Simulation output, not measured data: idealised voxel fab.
process module | voxel wiring stack
cross-section cut | 215 nm wide | cells 5 nm
A cross-section is a grid of square cells, given in bands from the top down. A band is one or more rows of cells.
Each band's line starts with the height of the band's top and of its bottom, in nm. Then come its materials from left to right, each with its width in nm. One material with "throughout" fills the band from edge to edge. "air" is empty space.
Height 0 is the level under which the wafer as received is all one material. The lowest band goes on downwards, as in "0 down".
A width such as "30 to 40" changes by the same amount from each row of cells to the next, from the band's top row to its bottom row.
"no change" after a step means that no cell of the cross-section changed.
closed voids: empty space of 8 cells or more with no open way to the top, each as width x height at its distance from the left edge, in nm
after a step's settings: what the simulator itself notes on the step
overlay nm, on a step with a mask: how far to the right of its planned place the mask lay; to the left if negative
plan
1 op RECEIVE | material Si
2 op CONFORMAL_DEP | material SiO2 | thk nm 10
3 op CONFORMAL_DEP | material SiN | thk nm 5
4 op DIRECTIONAL_DEP | material SiO2 | thk nm 20
5 op PATTERN | tone open | mask id METAL_1 | material resist | width nm 30 | pitch nm 50 | thk nm 15 | overlay nm 0
6 op DIRECTIONAL_ETCH | etch materials SiO2 | depth nm 20
7 op DIRECTIONAL_ETCH | etch materials SiN | depth nm 5
8 op STRIP | etch materials resist
9 op CONFORMAL_DEP | material TiN | thk nm 5
10 op FILL_DEP | material W | thk nm 5
11 op CMP | height nm 35
12 op CONFORMAL_DEP | material SiCN | thk nm 5
13 op DIRECTIONAL_DEP | material SiO2 | thk nm 10
14 op DIRECTIONAL_DEP | material aC | thk nm 15
15 op PATTERN | tone open | mask id PLUG_1 | material resist | width nm 15 | pitch nm 100 | thk nm 35 | overlay nm 0
16 op DIRECTIONAL_ETCH | etch materials aC | depth nm 15
17 op STRIP | etch materials resist
18 op DIRECTIONAL_ETCH | etch materials SiO2 | depth nm 10
19 op DIRECTIONAL_ETCH | etch materials SiCN | depth nm 5
20 op STRIP | etch materials aC
21 op EPI | material Ru | thk nm 10
22 op EPI | material Ru | thk nm 5
23 op DIRECTIONAL_DEP | material TiN | thk nm 5
24 op DIRECTIONAL_DEP | material Ru | thk nm 25
25 op PATTERN | tone cover | mask id METAL_2 | material resist | width nm 30 | pitch nm 50 | thk nm 15 | overlay nm 0
26 op DIRECTIONAL_ETCH | etch materials Ru | depth nm 25
27 op DIRECTIONAL_ETCH | etch materials TiN | depth nm 5
28 op STRIP | etch materials resist
29 op CONFORMAL_DEP | material SiN | thk nm 5
30 op FILL_DEP | material SiO2 | thk nm 5
31 op CMP | height nm 80
32 op CONFORMAL_DEP | material SiCN | thk nm 5
33 op DIRECTIONAL_DEP | material lowk | thk nm 25
34 op DIRECTIONAL_DEP | material aC | thk nm 10
35 op PATTERN | tone open | mask id METAL_3_HOLES | material resist | width nm 15 | pitch nm 50 | thk nm 30 | overlay nm 0
36 op DIRECTIONAL_ETCH | etch materials aC | depth nm 10
37 op STRIP | etch materials resist
38 op DIRECTIONAL_ETCH | etch materials lowk | depth nm 25
39 op STRIP | etch materials aC
40 op DIRECTIONAL_DEP | material aC | thk nm 15
41 op PATTERN | tone open | mask id METAL_3 | material resist | width nm 30 | pitch nm 50 | thk nm 35 | overlay nm 0
42 op DIRECTIONAL_ETCH | etch materials aC | depth nm 15
43 op STRIP | etch materials resist
44 op DIRECTIONAL_ETCH | etch materials lowk | depth nm 15
45 op DIRECTIONAL_ETCH | etch materials SiCN | depth nm 5
46 op STRIP | etch materials aC
47 op CONFORMAL_DEP | material TiN | thk nm 5
48 op FILL_DEP | material Cu | thk nm 10
49 op CMP | height nm 110
50 op CONFORMAL_DEP | material SiCN | thk nm 5
51 op DIRECTIONAL_DEP | material lowk | thk nm 15
52 op PATTERN | tone open | mask id PLUG_3 | material resist | width nm 15 | pitch nm 50 | thk nm 20 | overlay nm 0
53 op DIRECTIONAL_ETCH | etch materials lowk | depth nm 15
54 op DIRECTIONAL_ETCH | etch materials SiCN | depth nm 5
55 op STRIP | etch materials resist
56 op CONFORMAL_DEP | material TiN | thk nm 5
57 op FILL_DEP | material Ru | thk nm 5
58 op CMP | height nm 130
59 op CONFORMAL_DEP | material SiCN | thk nm 5
60 op DIRECTIONAL_DEP | material SiO2 | thk nm 25
61 op MASKED_ETCH | tone open | mask id METAL_4 | width nm 30 | pitch nm 50 | etch materials SiO2 | depth nm 25 | overlay nm -15
62 op MASKED_ETCH | tone open | mask id METAL_4 | width nm 30 | pitch nm 50 | etch materials SiCN | depth nm 5 | overlay nm 0
63 op CONFORMAL_DEP | material TiN | thk nm 5
64 op FILL_DEP | material Cu | thk nm 10
65 op CMP | height nm 160
66 op EPI | material Ru | thk nm 5
67 op FILL_DEP | material SiCN | thk nm 5
varied across the wafers: overlay nm of step 61. The plan shows the first wafer's value. All wafers start alike
first wafer as received, after step 1
  0 down: Si throughout
  closed voids: none
each wafer at the end: cells of each material gained (+) or lost (-) since it was received, then its closed voids
overlay nm -15 | +84 Cu | +141 Ru | +201 SiCN | +80 SiN | +480 SiO2 | +183 TiN | +48 W | +245 lowk | closed voids: none
overlay nm -10 | +87 Cu | +141 Ru | +198 SiCN | +80 SiN | +480 SiO2 | +183 TiN | +48 W | +245 lowk | closed voids: none
overlay nm -5 | +90 Cu | +141 Ru | +195 SiCN | +80 SiN | +480 SiO2 | +183 TiN | +48 W | +245 lowk | closed voids: none
overlay nm 0 | +93 Cu | +141 Ru | +192 SiCN | +80 SiN | +480 SiO2 | +183 TiN | +48 W | +245 lowk | closed voids: none
overlay nm 5 | +90 Cu | +141 Ru | +195 SiCN | +80 SiN | +480 SiO2 | +183 TiN | +48 W | +245 lowk | closed voids: none
overlay nm 10 | +87 Cu | +141 Ru | +198 SiCN | +80 SiN | +480 SiO2 | +183 TiN | +48 W | +245 lowk | closed voids: none
overlay nm 15 | +84 Cu | +141 Ru | +201 SiCN | +80 SiN | +480 SiO2 | +183 TiN | +48 W | +245 lowk | closed voids: none
